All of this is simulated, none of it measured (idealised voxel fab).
Process module heading - voxel local oxidation
In the cross-section labelled cut, the width is 175 nm and each square cell is 5 nm.
Bands, listed from the top down, are how a cross-section gets written in this document; the cross-section itself is a grid of square cells, and a band is one or more rows of them. Per band: top height and bottom height in nm, followed by the left-to-right materials and their widths in nm; "everywhere" marks a single material spanning edge to edge, "blank" marks empty space. Counting heights begins at 0, where everything beneath is, in the wafer as received, one material. The lowest band has no bottom; it goes on downwards, as "0 -> down" shows. A width given as "30 to 40" starts at the first number in the band's top row and ends at the second number in its bottom row, shifting by an equal amount at every step from row to row. Take "remains unaltered" at face value: in the step it is given for, the cross-section changed in none of its cells. Basically, "Closed void table" tells you about the enclosed voids: empty spaces with no open way to the top, 8 cells or bigger, each written width x height at distance, where distance is from the left edge, all in nm. It should be noted that, on the line of a given step, the content following the step's settings is a remark produced by the simulator itself with respect to that step. Steps that use a mask can have "overlay nm" on their line. It says how far the mask sat to the right of where it was meant to be. Negative means to the left.

### Below is the list of planned process steps
1: RECEIVE [material Si]
2: OXIDIZE [depth nm 5]
3: CONFORMAL_DEP [material SiN] [thk nm 10]
4: MASKED_ETCH [tone cover] [mask id ACTIVE] [width nm 115] [etch materials SiN] [depth nm 10] [overlay nm 0]
5: SELECTIVE_ETCH [etch materials SiO2] [depth nm 5]
6: OXIDIZE [depth nm 15]
7: STRIP [etch materials SiN]

### Incoming wafer, cross-sectional view, post step 1
* 0 -> down  Si everywhere
* Closed void table: none

### Wafer cross-section at module end: first of two, run to plan
* 0 -> -5  35 blank, then 105 SiO2, then 35 blank
* -5 -> -20  50 SiO2, then 75 Si, then 50 SiO2
* -20 -> down  Si everywhere
* Closed void table: none

### So this is wafer number two of the two, cut at the end of the module - it started where the first did and had the same plan, we just got one thing wrong running it
* 0 -> -5  25 SiO2, then 125 blank, then 25 SiO2
* -5 -> -20  10 Si, then 155 SiO2, then 10 Si
* -20 -> down  Si everywhere
* Closed void table: none
Processing error: step 4, actual vs plan mismatch, actual run MASKED_ETCH [tone open] [mask id ACTIVE] [width nm 115] [etch materials SiN] [depth nm 10] [overlay nm 0]
Once processing is complete, comparing cell counts shows that the second wafer has more or fewer of certain materials than the first: Si: 33 fewer, SiO2: 22 more
